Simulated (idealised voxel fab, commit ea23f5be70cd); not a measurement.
process module | voxel self aligned vias
cross-section cut | 300 nm wide | cells 5 nm
A cross-section is a grid of square cells, given in bands from the top down. A band is one or more rows of cells.
Each band's line starts with the height of the band's top and of its bottom, in nm. Then come its materials from left to right, each with its width in nm. One material with "throughout" fills the band from edge to edge. "air" is empty space.
Height 0 is the level under which the wafer as received is all one material. The lowest band goes on downwards, as in "0 down".
A width such as "30 to 40" changes by the same amount from each row of cells to the next, from the band's top row to its bottom row.
"no change" after a step means that no cell of the cross-section changed.
closed voids: empty space of 8 cells or more with no open way to the top, each as width x height at its distance from the left edge, in nm
after a step's settings: what the simulator itself notes on the step
overlay nm, on a step with a mask: how far to the right of its planned place the mask lay; to the left if negative
plan
1 op RECEIVE | material Si
2 op CONFORMAL_DEP | material SiO2 | thk nm 15
3 op CONFORMAL_DEP | material SiCN | thk nm 5
4 op DIRECTIONAL_DEP | material lowk | thk nm 30
5 op MASKED_ETCH | tone open | mask id LINES | width nm 20 | pitch nm 60 | etch materials lowk | depth nm 30 | overlay nm 0
6 op CONFORMAL_DEP | material TiN | thk nm 5
7 op FILL_DEP | material Ru | thk nm 10
8 op CMP | height nm 50
9 op SELECTIVE_ETCH | etch materials W Ru TiN | depth nm 5
10 op FILL_DEP | material SiN | thk nm 10
11 op CMP | height nm 50
12 op DIRECTIONAL_DEP | material lowk | thk nm 20
13 op MASKED_ETCH | tone open | mask id VIAS | width nm 30 | pitch nm 60 | etch materials lowk | depth nm 20 | overlay nm 0
14 op MASKED_ETCH | tone open | mask id VIAS | width nm 30 | pitch nm 60 | etch materials SiN | depth nm 5 | overlay nm 0
15 op CONFORMAL_DEP | material TiN | thk nm 5
16 op FILL_DEP | material Cu | thk nm 10
17 op CMP | height nm 70
18 op CONFORMAL_DEP | material SiN | thk nm 5
as received, after step 1
  0 down: Si throughout
  closed voids: none
first wafer at the end, as planned
  75 to 70: SiN throughout
  70 to 55: lowk 75 | TiN 5 | Cu 20 | TiN 5 | lowk 30 | TiN 5 | Cu 20 | TiN 5 | lowk 30 | TiN 5 | Cu 20 | TiN 5 | lowk 75
  55 to 50: lowk 75 | TiN 10 | Cu 10 | TiN 10 | lowk 30 | TiN 10 | Cu 10 | TiN 10 | lowk 30 | TiN 10 | Cu 10 | TiN 10 | lowk 75
  50 to 45: lowk 80 | TiN 20 | lowk 40 | TiN 20 | lowk 40 | TiN 20 | lowk 80
  45 to 25: lowk 80 | TiN 5 | Ru 10 | TiN 5 | lowk 40 | TiN 5 | Ru 10 | TiN 5 | lowk 40 | TiN 5 | Ru 10 | TiN 5 | lowk 80
  25 to 20: lowk 80 | TiN 20 | lowk 40 | TiN 20 | lowk 40 | TiN 20 | lowk 80
  20 to 15: SiCN throughout
  15 to 0: SiO2 throughout
  0 down: Si throughout
  closed voids: none
second wafer at the end: like start, like plan, one mistake
  75 to 70: SiN throughout
  70 to 50: lowk 75 | TiN 5 | Cu 20 | TiN 5 | lowk 30 | TiN 5 | Cu 20 | TiN 5 | lowk 30 | TiN 5 | Cu 20 | TiN 5 | lowk 75
  50 to 45: SiN 75 | TiN 30 | SiN 30 | TiN 30 | SiN 30 | TiN 30 | SiN 75
  45 to 40: SiN throughout
  40 to 35: lowk 80 | SiN 20 | lowk 40 | SiN 20 | lowk 40 | SiN 20 | lowk 80
  35 to 25: lowk 80 | TiN 5 | Ru 10 | TiN 5 | lowk 40 | TiN 5 | Ru 10 | TiN 5 | lowk 40 | TiN 5 | Ru 10 | TiN 5 | lowk 80
  25 to 20: lowk 80 | TiN 20 | lowk 40 | TiN 20 | lowk 40 | TiN 20 | lowk 80
  20 to 15: SiCN throughout
  15 to 0: SiO2 throughout
  0 down: Si throughout
  closed voids: none
what went wrong: step 8 ran as: op CMP | height nm 40
at the end the second wafer has, in cells: 6 more of Cu | 12 fewer of Ru | 114 more of SiN | 12 fewer of TiN | 96 fewer of lowk
